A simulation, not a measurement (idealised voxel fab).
Process module, titled voxel self aligned vias
Each square cell in cross-section cut measures 5 nm, and the section as a whole is 170 nm wide.
Cross-section, as written here: a square-cell grid given band by band from the top down, where a band holds one or more rows of cells.
For a band, the entry starts with two heights in nm, that of the top and then that of the bottom, and carries on with the band's materials in order from left to right, each alongside its width in nm; the word "everywhere" beside a single material means it fills the band edge to edge, and "blank" means empty space.
The reference from which all heights are counted is 0, the level beneath which the as-received wafer is entirely one material; the lowest band, having no lower bound, proceeds downward and is written after the example "0 down".
With a width like "30->40", each row of cells in the band differs from the next by the same amount, the top row carrying the first number and the bottom row the second.
"nothing was modified" for a step: no cell of the cross-section changed in that step.
What "Sealed voids" gives you is every empty space of 8 cells or more that is cut off from the top. Each appears as width x height at distance, with the distance taken from the left edge and width, height and distance all in nm.
after a step's settings: what the simulator itself notes on the step
When a step includes a mask, the "overlay nm" setting on its line states how far to the right of its planned place that mask lay, and negative values state how far to the left.
[Listed below are the process steps as planned]
1: op RECEIVE | material Si
2: op CONFORMAL_DEP | material SiO2 | thk nm 10
3: op CONFORMAL_DEP | material SiCN | thk nm 5
4: op DIRECTIONAL_DEP | material SiO2 | thk nm 30
5: op DIRECTIONAL_DEP | material aC | thk nm 10
6: op PATTERN | tone open | mask id LINES | material resist | width nm 20 | pitch nm 45 | thk nm 25 | overlay nm 0
7: op DIRECTIONAL_ETCH | etch materials aC | depth nm 10
8: op STRIP | etch materials resist
9: op DIRECTIONAL_ETCH | etch materials SiO2 | depth nm 30
10: op STRIP | etch materials aC
11: op CONFORMAL_DEP | material TiN | thk nm 5
12: op FILL_DEP | material W | thk nm 10
13: op CMP | height nm 45
14: op SELECTIVE_ETCH | etch materials W Ru TiN | depth nm 10
15: op FILL_DEP | material SiN | thk nm 10
16: op CMP | height nm 45
17: op DIRECTIONAL_DEP | material SiO2 | thk nm 15
18: op PATTERN | tone open | mask id VIAS | material resist | width nm 30 | pitch nm 45 | thk nm 15 | overlay nm 0
19: op DIRECTIONAL_ETCH | etch materials SiO2 | depth nm 15
20: op DIRECTIONAL_ETCH | etch materials SiN | depth nm 10
21: op STRIP | etch materials resist
22: op CONFORMAL_DEP | material TiN | thk nm 5
23: op FILL_DEP | material W | thk nm 5
24: op CMP | height nm 60
25: op CONFORMAL_DEP | material SiCN | thk nm 5
[Delivered wafer in cross-section: state after step 1]
0 down = Si everywhere
Sealed voids: none
[First wafer of two, sectioned at end of module; run went per plan]
65 to 60 = SiCN everywhere
60 to 50 = SiO2 45 nm; TiN 5 nm; W 20 nm; TiN 5 nm; SiO2 15 nm; TiN 5 nm; W 20 nm; TiN 5 nm; SiO2 50 nm
50 to 40 = SiO2 45->50 nm; TiN 10->5 nm; W 10 nm; TiN 10->5 nm; SiO2 15->25 nm; TiN 10->5 nm; W 10 nm; TiN 10->5 nm; SiO2 50->55 nm
40 to 35 = SiO2 50 nm; TiN 20 nm; SiO2 25 nm; TiN 20 nm; SiO2 55 nm
35 to 20 = SiO2 50 nm; TiN 5 nm; W 10 nm; TiN 5 nm; SiO2 25 nm; TiN 5 nm; W 10 nm; TiN 5 nm; SiO2 55 nm
20 to 15 = SiO2 50 nm; TiN 20 nm; SiO2 25 nm; TiN 20 nm; SiO2 55 nm
15 to 10 = SiCN everywhere
10 to 0 = SiO2 everywhere
0 down = Si everywhere
Sealed voids: none
[Wafer two cross-section, module end. Start and plan unchanged from wafer one; one mistake made during the run]
65 to 60 = SiCN everywhere
60 to 40 = SiO2 45 nm; TiN 5 nm; W 20 nm; TiN 5 nm; SiO2 15 nm; TiN 5 nm; W 20 nm; TiN 5 nm; SiO2 50 nm
40 to 35 = SiO2 45 nm; TiN 30 nm; SiO2 15 nm; TiN 30 nm; SiO2 50 nm
35 to 30 = SiO2 45 nm; TiN 10 nm; W 10 nm; TiN 10 nm; SiO2 15 nm; TiN 10 nm; W 10 nm; TiN 10 nm; SiO2 50 nm
30 to 20 = SiO2 50 nm; TiN 5 nm; W 10 nm; TiN 5 nm; SiO2 25 nm; TiN 5 nm; W 10 nm; TiN 5 nm; SiO2 55 nm
20 to 15 = SiO2 50 nm; TiN 20 nm; SiO2 25 nm; TiN 20 nm; SiO2 55 nm
15 to 10 = SiCN everywhere
10 to 0 = SiO2 everywhere
0 down = Si everywhere
Sealed voids: none
Here's what went sideways: heads up, step 19 of the plan got done twice
at the end the second wafer has, in cells: SiO2: 12 fewer, TiN: 4 more, W: 8 more
